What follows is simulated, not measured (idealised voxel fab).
Module name: voxel tone inversion (process module)
Pictured: cross-section cut, 220 nm wide, on a grid of 5 nm square cells.
Each cross-section below is a grid of square cells, stated as bands in top-down order, with one or more rows of cells making up each band.
In this notation a band is specified by the heights of its top and bottom, in that order and in nm, after which its materials appear from left to right, each paired with its width in nm. The word "throughout" attached to a single material means that material fills the band from edge to edge; the word "blank" stands for empty space.
The reference from which all heights are counted is 0, the level beneath which the as-received wafer is entirely one material; the lowest band, having no lower bound, proceeds downward and is written after the example "z 0 and below".
The notation "30 to 40" denotes a width that varies across the rows of cells in the band, beginning at the first number in the top row, finishing at the second number in the bottom row, and changing by an identical amount from each row to the next.
Basically "everything unchanged" means that step didn't change any cell in the cross-section.
"Sealed void list" lists enclosed empty spaces (at least 8 cells, no open path upward to the top), each as width x height at distance from the left edge, in nm.
Note: text after step settings on the step line = simulator remark on that step.
Steps that use a mask can have "overlay nm" on their line. It says how far the mask sat to the right of where it was meant to be. Negative means to the left.

-- Planned step list for the process
1,RECEIVE with material Si
2,CONFORMAL_DEP with material SiCN, thk nm 10
3,DIRECTIONAL_DEP with material aC, thk nm 15
4,PATTERN with tone cover, mask id POSTS, material resist, width nm 15, pitch nm 55, thk nm 25, overlay nm 0
5,DIRECTIONAL_ETCH with etch materials aC, depth nm 15
6,STRIP with etch materials resist
7,FILL_DEP with material lowk, thk nm 5
8,CMP with height nm 25
9,STRIP with etch materials aC
10,CONFORMAL_DEP with material TiN, thk nm 5
11,FILL_DEP with material Ru, thk nm 10
12,CMP with height nm 25
13,CONFORMAL_DEP with material SiN, thk nm 5
The plan's step 4 width nm is the first wafer's value; the wafers differ in this setting and start identical.

-- Received condition of the first of several wafers, sectioned: post-step 1
    z 0 and below  Si throughout
    Sealed void list: none

-- The first of several wafers, seen in cross-section after the module's last step, step 13
    z 30 to 25  SiN throughout
    z 25 to 15  lowk (45) / TiN (5) / Ru (5) / TiN (5) / lowk (40) / TiN (5) / Ru (5) / TiN (5) / lowk (40) / TiN (5) / Ru (5) / TiN (5) / lowk (50)
    z 15 to 10  lowk (45) / TiN (15) / lowk (40) / TiN (15) / lowk (40) / TiN (15) / lowk (50)
    z 10 to 0  SiCN throughout
    z 0 and below  Si throughout
    Sealed void list: none

-- Cross-section of the final wafer among several, taken at the end of the module
    z 30 to 25  SiN throughout
    z 25 to 15  lowk (35) / TiN (5) / Ru (30) / TiN (5) / lowk (15) / TiN (5) / Ru (30) / TiN (5) / lowk (15) / TiN (5) / Ru (30) / TiN (5) / lowk (35)
    z 15 to 10  lowk (35) / TiN (40) / lowk (15) / TiN (40) / lowk (15) / TiN (40) / lowk (35)
    z 10 to 0  SiCN throughout
    z 0 and below  Si throughout
    Sealed void list: none

-- Note: the following table is arranged by wafer, a row apiece. Each row reports the end-of-module state: per material, cells gained (+) or cells lost (-) compared with the wafer as received; closed voids follow
width nm 15, +6 Ru, +88 SiCN, +44 SiN, +21 TiN, +105 lowk, Sealed void list: none
width nm 20, +12 Ru, +88 SiCN, +44 SiN, +24 TiN, +96 lowk, Sealed void list: none
width nm 25, +18 Ru, +88 SiCN, +44 SiN, +27 TiN, +87 lowk, Sealed void list: none
width nm 30, +24 Ru, +88 SiCN, +44 SiN, +30 TiN, +78 lowk, Sealed void list: none
width nm 35, +30 Ru, +88 SiCN, +44 SiN, +33 TiN, +69 lowk, Sealed void list: none
width nm 40, +36 Ru, +88 SiCN, +44 SiN, +36 TiN, +60 lowk, Sealed void list: none
